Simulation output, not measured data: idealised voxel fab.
Proc. module: voxel wiring stack
245 nm wide, 5 nm square cells: that's cross-section cut.
When this document writes out a cross-section, it uses a grid of square cells and lists it as bands, beginning at the top and moving down, with a band standing for one or more rows of cells.
In this notation a band is specified by the heights of its top and bottom, in that order and in nm, after which its materials appear from left to right, each paired with its width in nm. The word "edge to edge" attached to a single material means that material fills the band from edge to edge; the word "empty" stands for empty space.
We count height from 0. Below that, the starting wafer is all one material. The lowest band never ends at the bottom but goes on down; see "0..down" for how that is written.
A width given as "30 to 40" starts at the first number in the band's top row and ends at the second number in its bottom row, shifting by an equal amount at every step from row to row.
Reading "no alterations made" for a step: not a cell of the cross-section changed in it.
Listed in "Enclosed cavities": every empty space of 8 or more cells without an open way to the top. Form: width x height at distance, the distance being from the left edge, all in nm.
Where a step's line continues beyond its settings, the continuation is a remark by the simulator itself on that step.
The line of a step may include "overlay nm". On a step with a mask, this value is how far to the right of its planned place the mask lay. A negative value means the mask lay to the left.

# Steps in the process plan
1 RECEIVE | material Si
2 CONFORMAL_DEP | material SiO2 | thk nm 10
3 CONFORMAL_DEP | material SiCN | thk nm 5
4 DIRECTIONAL_DEP | material SiO2 | thk nm 20
5 MASKED_ETCH | tone open | mask id METAL_1 | width nm 30 | pitch nm 60 | etch materials SiO2 | depth nm 20 | overlay nm 0
6 MASKED_ETCH | tone open | mask id METAL_1 | width nm 30 | pitch nm 60 | etch materials SiCN | depth nm 5 | overlay nm 0
7 CONFORMAL_DEP | material TiN | thk nm 5
8 FILL_DEP | material W | thk nm 10
9 CMP | height nm 35
10 CONFORMAL_DEP | material SiCN | thk nm 5
11 DIRECTIONAL_DEP | material lowk | thk nm 20
12 PATTERN | tone open | mask id PLUG_1 | material resist | width nm 15 | pitch nm 60 | thk nm 15 | overlay nm 0
13 DIRECTIONAL_ETCH | etch materials lowk | depth nm 20
14 DIRECTIONAL_ETCH | etch materials SiCN | depth nm 5
15 STRIP | etch materials resist
16 EPI | material Ru | thk nm 10
17 EPI | material Ru | thk nm 10
18 EPI | material Ru | thk nm 5
19 DIRECTIONAL_DEP | material TiN | thk nm 5
20 DIRECTIONAL_DEP | material Ru | thk nm 25
21 PATTERN | tone cover | mask id METAL_2 | material resist | width nm 30 | pitch nm 60 | thk nm 15 | overlay nm 0
22 DIRECTIONAL_ETCH | etch materials Ru | depth nm 25
23 DIRECTIONAL_ETCH | etch materials TiN | depth nm 5
24 STRIP | etch materials resist
25 FILL_DEP | material lowk | thk nm 10
26 CMP | height nm 90
27 CONFORMAL_DEP | material SiCN | thk nm 5
28 DIRECTIONAL_DEP | material SiO2 | thk nm 30
29 PATTERN | tone open | mask id METAL_3 | material resist | width nm 30 | pitch nm 60 | thk nm 20 | overlay nm 0
30 DIRECTIONAL_ETCH | etch materials SiO2 | depth nm 20
31 STRIP | etch materials resist
32 PATTERN | tone open | mask id METAL_3_HOLES | material resist | width nm 15 | pitch nm 60 | thk nm 15 | overlay nm 0
33 DIRECTIONAL_ETCH | etch materials SiO2 | depth nm 10
34 DIRECTIONAL_ETCH | etch materials SiCN | depth nm 5
35 STRIP | etch materials resist
36 CONFORMAL_DEP | material TiN | thk nm 5
37 FILL_DEP | material Ru | thk nm 5
38 CMP | height nm 125
39 CONFORMAL_DEP | material SiCN | thk nm 5

# So this is the incoming wafer in cross-section - it's already been through step 1
  0..down = Si edge to edge
  Enclosed cavities: none

# Module complete - cross-section of the first of two wafers, run according to plan
  130..125 = SiCN edge to edge
  125..110 = SiO2: 45 | TiN: 5 | Ru: 20 | TiN: 5 | SiO2: 30 | TiN: 5 | Ru: 20 | TiN: 5 | SiO2: 30 | TiN: 5 | Ru: 20 | TiN: 5 | SiO2: 50
  110..105 = SiO2: 45 | TiN: 5 | Ru: 5 | TiN: 20 | SiO2: 30 | TiN: 5 | Ru: 5 | TiN: 20 | SiO2: 30 | TiN: 5 | Ru: 5 | TiN: 20 | SiO2: 50
  105..95 = SiO2: 45 | TiN: 5 | Ru: 5 | TiN: 5 | SiO2: 45 | TiN: 5 | Ru: 5 | TiN: 5 | SiO2: 45 | TiN: 5 | Ru: 5 | TiN: 5 | SiO2: 65
  95..90 = SiCN: 45 | TiN: 15 | SiCN: 45 | TiN: 15 | SiCN: 45 | TiN: 15 | SiCN: 65
  90..65 = lowk: 45 | Ru: 30 | lowk: 30 | Ru: 30 | lowk: 30 | Ru: 30 | lowk: 50
  65..60 = lowk: 45 | TiN: 30 | lowk: 30 | TiN: 30 | lowk: 30 | TiN: 30 | lowk: 50
  60..40 = lowk: 45 | Ru: 15 | lowk: 45 | Ru: 15 | lowk: 45 | Ru: 15 | lowk: 65
  40..35 = SiCN: 45 | Ru: 15 | SiCN: 45 | Ru: 15 | SiCN: 45 | Ru: 15 | SiCN: 65
  35..15 = SiO2: 45 | TiN: 5 | W: 20 | TiN: 5 | SiO2: 30 | TiN: 5 | W: 20 | TiN: 5 | SiO2: 30 | TiN: 5 | W: 20 | TiN: 5 | SiO2: 50
  15..10 = SiCN: 45 | TiN: 30 | SiCN: 30 | TiN: 30 | SiCN: 30 | TiN: 30 | SiCN: 50
  10..0 = SiO2 edge to edge
  0..down = Si edge to edge
  Enclosed cavities: none

# End of module, second wafer, cross-section. Started like the first, planned like the first, run with one mistake
  130..125 = SiCN edge to edge
  125..110 = SiO2: 45 | TiN: 5 | Ru: 20 | TiN: 5 | SiO2: 30 | TiN: 5 | Ru: 20 | TiN: 5 | SiO2: 30 | TiN: 5 | Ru: 20 | TiN: 5 | SiO2: 50
  110..105 = SiO2: 45 | TiN: 5 | Ru: 5 | TiN: 20 | SiO2: 30 | TiN: 5 | Ru: 5 | TiN: 20 | SiO2: 30 | TiN: 5 | Ru: 5 | TiN: 20 | SiO2: 50
  105..95 = SiO2: 45 | TiN: 5 | Ru: 5 | TiN: 5 | SiO2: 45 | TiN: 5 | Ru: 5 | TiN: 5 | SiO2: 45 | TiN: 5 | Ru: 5 | TiN: 5 | SiO2: 65
  95..90 = SiCN: 45 | TiN: 15 | SiCN: 45 | TiN: 15 | SiCN: 45 | TiN: 15 | SiCN: 65
  90..80 = lowk: 45 | Ru: 30 | lowk: 30 | Ru: 30 | lowk: 30 | Ru: 30 | lowk: 50
  80..75 = lowk: 45 | TiN: 30 | lowk: 30 | TiN: 30 | lowk: 30 | TiN: 30 | lowk: 50
  75..55 = lowk: 45 | Ru: 15 | lowk: 45 | Ru: 15 | lowk: 45 | Ru: 15 | lowk: 65
  55..50 = SiCN: 45 | Ru: 15 | SiCN: 45 | Ru: 15 | SiCN: 45 | Ru: 15 | SiCN: 65
  50..40 = W edge to edge
  40..35 = TiN: 50 | W: 20 | TiN: 40 | W: 20 | TiN: 40 | W: 20 | TiN: 55
  35..15 = SiO2: 45 | TiN: 5 | W: 20 | TiN: 5 | SiO2: 30 | TiN: 5 | W: 20 | TiN: 5 | SiO2: 30 | TiN: 5 | W: 20 | TiN: 5 | SiO2: 50
  15..10 = SiCN: 45 | TiN: 30 | SiCN: 30 | TiN: 30 | SiCN: 30 | TiN: 30 | SiCN: 50
  10..0 = SiO2 edge to edge
  0..down = Si edge to edge
  Enclosed cavities: none
what went wrong: plan step 9 skipped
Materials where the second wafer ends with more or fewer cells than the first: 54 fewer of Ru; 37 more of TiN; 110 more of W; 93 fewer of lowk
